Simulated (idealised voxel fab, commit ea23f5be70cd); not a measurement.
Herein follows the process module entitled voxel fin reveal.
Displayed cross-section: cut, width of 230 nm, square cells sized 5 nm.
Each cross-section below is a grid of square cells, stated as bands in top-down order, with one or more rows of cells making up each band. Basically the band line says how high the top is and how high the bottom is, in nm, and then what's in it from left to right, every material with its width in nm. Empty space shows up as "empty", and if a single material carries "throughout" it runs the full band edge to edge. Ref level 0: as-received wafer is one material below here. Bottom band extends down with no lower bound ("from 0 down"). It should be noted that a width expressed as "30..40" varies in equal increments from row to row of cells within the band, taking the value of the first number at the top row and that of the second number at the bottom row. Take "no change" at face value: in the step it is given for, the cross-section changed in none of its cells. Under "Voids, sealed" you'll find the enclosed gaps, the ones with no way out to the top, that are 8 cells or bigger; each reads width x height at distance, with distance counted from the left edge, everything in nm. Step line, after settings: the simulator's comment on this step. What "overlay nm" on a step's line means: if the step has a mask, that mask lay this far to the right of its planned place, or, when the value is negative, to the left.
Planned process steps:
1: RECEIVE, material Si
2: CONFORMAL_DEP, material SiN, thk nm 10
3: PATTERN, tone cover, mask id FINS, material resist, width nm 15, pitch nm 35, thk nm 20, overlay nm 0
4: DIRECTIONAL_ETCH, etch materials SiN, depth nm 10
5: DIRECTIONAL_ETCH, etch materials Si, depth nm 40
6: STRIP, etch materials resist
7: OXIDIZE, depth nm 5
8: FILL_DEP, material SiO2, thk nm 15
9: CMP, height nm 10
10: SELECTIVE_ETCH, etch materials SiO2, depth nm 20
11: STRIP, etch materials SiN
12: CONFORMAL_DEP, material SiO2, thk nm 5
The cross-section here shows the wafer as received, i.e. in its state after step 1:
    from 0 down: Si throughout
    Voids, sealed: none
Final cross-section, module run with one mistake (start and plan as above):
    from 5 to 0: empty (90), then SiO2 (15), then empty (20), then SiO2 (15), then empty (90)
    from 0 to -5: empty (90), then SiO2 (5), then Si (5), then SiO2 (5), then empty (20), then SiO2 (5), then Si (5), then SiO2 (5), then empty (90)
    from -5 to -15: SiO2 (75), then empty (15), then SiO2 (5), then Si (5), then SiO2 (5), then empty (20), then SiO2 (5), then Si (5), then SiO2 (5), then empty (15), then SiO2 (75)
    from -15 to -45: SiO2 (95), then Si (5), then SiO2 (30), then Si (5), then SiO2 (95)
    from -45 down: Si throughout
    Voids, sealed: none
What was done differently from what was planned? the intended sequence of steps 10 and 11 was reversed during processing, with each occupying the position of the other
